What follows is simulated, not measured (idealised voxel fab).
This section sets out a process module, namely voxel local oxidation.
The cross-section shown here is cut; it is 205 nm wide and divided into square cells measuring 5 nm on a side.
Cross-section format: a grid of square cells, given as bands from top to bottom; each band is one or more rows of cells.
Within each band entry, the heights of the top and of the bottom of the band appear first, in that order and in nm; the materials of the band then follow from left to right, each with its corresponding width in nm. The designation "all across" on a single material indicates that it fills the band from edge to edge; the designation "air" indicates empty space.
The level at which height equals 0 is the one under which the wafer, as it arrives, is entirely one material. No lower edge exists for the bottom band, which continues downward and is notated as in "from 0 down".
The two numbers in a width such as "30->40" mark its ends across the band: the first belongs to the top row of cells, the second to the bottom row, and from each row to the next the width moves by the same amount.
"left unchanged" -> step changed no cross-section cell.
Basically, "Closed empty spaces" tells you about the enclosed voids: empty spaces with no open way to the top, 8 cells or bigger, each written width x height at distance, where distance is from the left edge, all in nm.
Past the settings on a step's line: simulator remark, on that step.
The optional step-line setting "overlay nm" applies to steps with a mask and quantifies how far to the right of its planned location the mask lay, a negative value indicating leftward placement.

-- Listed below are the process steps as planned
1) op RECEIVE | material Si
2) op OXIDIZE | depth nm 5
3) op CONFORMAL_DEP | material SiN | thk nm 15
4) op DIRECTIONAL_DEP | material aC | thk nm 15
5) op PATTERN | tone cover | mask id ACTIVE | material resist | width nm 130 | thk nm 35 | overlay nm -15
6) op DIRECTIONAL_ETCH | etch materials aC | depth nm 15
7) op STRIP | etch materials resist
8) op DIRECTIONAL_ETCH | etch materials SiN | depth nm 15
9) op STRIP | etch materials aC
10) op SELECTIVE_ETCH | etch materials SiO2 | depth nm 5
11) op OXIDIZE | depth nm 15
12) op STRIP | etch materials SiN
Variable across wafers: step 5 overlay nm (plan value is that of the first wafer; starting state common to all).

-- As-received cross-section, first of several wafers, post step 1
    from 0 down | Si all across
    Closed empty spaces: none

-- Table: wafers, a row each; end-of-module cell change per material since receipt, gain (+), loss (-); then closed voids
overlay nm -15, -110 Si, +93 SiO2, Closed empty spaces: none
overlay nm -10, -110 Si, +93 SiO2, Closed empty spaces: none
overlay nm -5, -110 Si, +93 SiO2, Closed empty spaces: none
overlay nm 0, -110 Si, +93 SiO2, Closed empty spaces: none
overlay nm 5, -110 Si, +93 SiO2, Closed empty spaces: none
overlay nm 10, -110 Si, +93 SiO2, Closed empty spaces: none
overlay nm 15, -110 Si, +93 SiO2, Closed empty spaces: none
